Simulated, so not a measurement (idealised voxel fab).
Presented below is a process module, voxel gate over fins.
Cross-section cut spans 280 nm and uses square cells 5 nm in size.
Bands, listed from the top down, are how a cross-section gets written in this document; the cross-section itself is a grid of square cells, and a band is one or more rows of them. Per band: top height and bottom height in nm, followed by the left-to-right materials and their widths in nm; "everywhere" marks a single material spanning edge to edge, "blank" marks empty space. Zero point of the height axis is 0; under it, received wafer = one material. Lowest band: continues down indefinitely, "0 and below". Quick explanation for "30->40": the width changes in equal steps down the rows of cells, from the first number in the band's top row to the second number in its bottom row. "everything unchanged" after a step means that no cell of the cross-section changed. Each empty space that has no open way to the top and spans at least 8 cells appears under "Listed closed voids" as width x height at distance, the distance counted from the left edge, all in nm. Formally, on a step line, whatever follows the settings is a remark that the simulator itself makes on the step. The line of a step may include "overlay nm". On a step with a mask, this value is how far to the right of its planned place the mask lay. A negative value means the mask lay to the left.

[The steps planned for the process are as follows]
1: RECEIVE | material Si
2: CONFORMAL_DEP | material SiN | thk nm 10
3: PATTERN | tone cover | mask id FINS | material resist | width nm 15 | pitch nm 40 | thk nm 20 | overlay nm 0
4: DIRECTIONAL_ETCH | etch materials SiN | depth nm 10
5: DIRECTIONAL_ETCH | etch materials Si | depth nm 40
6: STRIP | etch materials resist
7: FILL_DEP | material SiO2 | thk nm 15
8: CMP | height nm 10
9: SELECTIVE_ETCH | etch materials SiO2 | depth nm 20
10: STRIP | etch materials SiN
11: CONFORMAL_DEP | material HfO2 | thk nm 5
12: CONFORMAL_DEP | material TiN | thk nm 5
13: FILL_DEP | material W | thk nm 10
14: CMP | height nm 15
15: CONFORMAL_DEP | material SiCN | thk nm 10
varied across the wafers: width nm of step 3. The plan shows the first wafer's value. All wafers start alike

[First wafer of several, as received: cross-section after step 1]
	0 and below: Si everywhere
	Listed closed voids: none

[Wafer cross-section (first of several) - module end, post step 15 (last step)]
	25 down to 15: SiCN everywhere
	15 down to 10: W everywhere
	10 down to 5: W 100 nm, TiN 35 nm, W 5 nm, TiN 35 nm, W 105 nm
	5 down to 0: W 100 nm, TiN 5 nm, HfO2 25 nm, TiN 5 nm, W 5 nm, TiN 5 nm, HfO2 25 nm, TiN 5 nm, W 105 nm
	0 down to -5: TiN 105 nm, HfO2 5 nm, Si 15 nm, HfO2 5 nm, TiN 15 nm, HfO2 5 nm, Si 15 nm, HfO2 5 nm, TiN 110 nm
	-5 down to -10: HfO2 110 nm, Si 15 nm, HfO2 25 nm, Si 15 nm, HfO2 115 nm
	-10 down to -40: SiO2 110 nm, Si 15 nm, SiO2 25 nm, Si 15 nm, SiO2 115 nm
	-40 and below: Si everywhere
	Listed closed voids: none

[Last wafer x-sec, end of module]
	25 down to 15: SiCN everywhere
	15 down to 10: W everywhere
	10 down to 5: W 95 nm, TiN 85 nm, W 100 nm
	5 down to 0: W 95 nm, TiN 5 nm, HfO2 35 nm, TiN 5 nm, HfO2 35 nm, TiN 5 nm, W 100 nm
	0 down to -5: TiN 100 nm, HfO2 5 nm, Si 25 nm, HfO2 5 nm, TiN 5 nm, HfO2 5 nm, Si 25 nm, HfO2 5 nm, TiN 105 nm
	-5 down to -10: HfO2 105 nm, Si 25 nm, HfO2 15 nm, Si 25 nm, HfO2 110 nm
	-10 down to -40: SiO2 105 nm, Si 25 nm, SiO2 15 nm, Si 25 nm, SiO2 110 nm
	-40 and below: Si everywhere
	Listed closed voids: none

[Wafer rows, end of module: cells per material gained (+) or lost (-) since receipt; closed voids last]
width nm 15 | +64 HfO2 | -400 Si | +112 SiCN | +300 SiO2 | +64 TiN | +140 W | Listed closed voids: none
width nm 20 | +64 HfO2 | -384 Si | +112 SiCN | +288 SiO2 | +64 TiN | +136 W | Listed closed voids: none
width nm 25 | +64 HfO2 | -368 Si | +112 SiCN | +276 SiO2 | +62 TiN | +134 W | Listed closed voids: none
